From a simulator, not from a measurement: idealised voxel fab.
This section sets out a process module, namely voxel quadruple lines.
The figure presents cross-section cut, which has a width of 280 nm and is divided into square cells with an edge length of 5 nm.
Throughout this document, each cross-section is represented as a grid of square cells and is presented as a sequence of bands enumerated from the top downward, where a band comprises one or more rows of cells.
Look at the band entry: it leads with the top's height and the bottom's height in nm. Then it lists the materials left to right, with a width in nm for each. The word "edge to edge" on a single material says that material fills the band edge to edge. The word "blank" is empty space.
Measure heights from 0. That's the level where, below it, the as-received wafer is all one material. The lowest band is bottomless and extends downward; write it as in "0 -> down".
Note: "30->40" means the width goes from the first number (top row of the band) to the second number (bottom row) in equal steps per row of cells.
What does "changes: none" mean for a step? It means no cell of the cross-section changed in that step.
The label "Closed void list" introduces a list of the empty spaces, 8 cells or larger, that have no open way up to the top; each entry in it reads width x height at distance, where the distance is taken from the left edge and all three are stated in nm.
If you see something after the settings on a step's line, that's the simulator's own remark about that step.
You can add "overlay nm" to a step's line. For a step with a mask, it describes how far the mask lay to the right of its planned position, and a negative number describes a lay to the left.
**Listed below are the process steps as planned**
1) RECEIVE [material Si]
2) CONFORMAL_DEP [material SiO2] [thk nm 5]
3) DIRECTIONAL_DEP [material W] [thk nm 10]
4) DIRECTIONAL_DEP [material polySi] [thk nm 15]
5) DIRECTIONAL_DEP [material aC] [thk nm 25]
6) PATTERN [tone cover] [mask id MANDREL] [material resist] [width nm 30] [thk nm 35] [overlay nm 0]
7) DIRECTIONAL_ETCH [etch materials aC] [depth nm 25]
8) STRIP [etch materials resist]
9) CONFORMAL_DEP [material SiO2] [thk nm 10]
10) DIRECTIONAL_ETCH [etch materials SiO2] [depth nm 10]
11) STRIP [etch materials aC]
12) DIRECTIONAL_ETCH [etch materials polySi] [depth nm 15]
13) STRIP [etch materials SiO2]
14) CONFORMAL_DEP [material SiN] [thk nm 10]
15) DIRECTIONAL_ETCH [etch materials SiN] [depth nm 10]
16) STRIP [etch materials polySi]
17) DIRECTIONAL_ETCH [etch materials W] [depth nm 10]
18) STRIP [etch materials SiN]
**Wafer cross-section on receipt, i.e. after step 1**
  0 -> down  Si edge to edge
  Closed void list: none
**The plan above was carried out on the starting structure above with one mistake, and this cross-section shows the wafer at the end of the module**
  15 -> 5  blank=115  W=10  blank=10  W=10  blank=10  W=10  blank=115
  5 -> 0  SiO2 edge to edge
  0 -> down  Si edge to edge
  Closed void list: none
Processing error: step 6, actual vs plan mismatch, actual run PATTERN [tone open] [mask id MANDREL] [material resist] [width nm 30] [thk nm 35] [overlay nm 0]
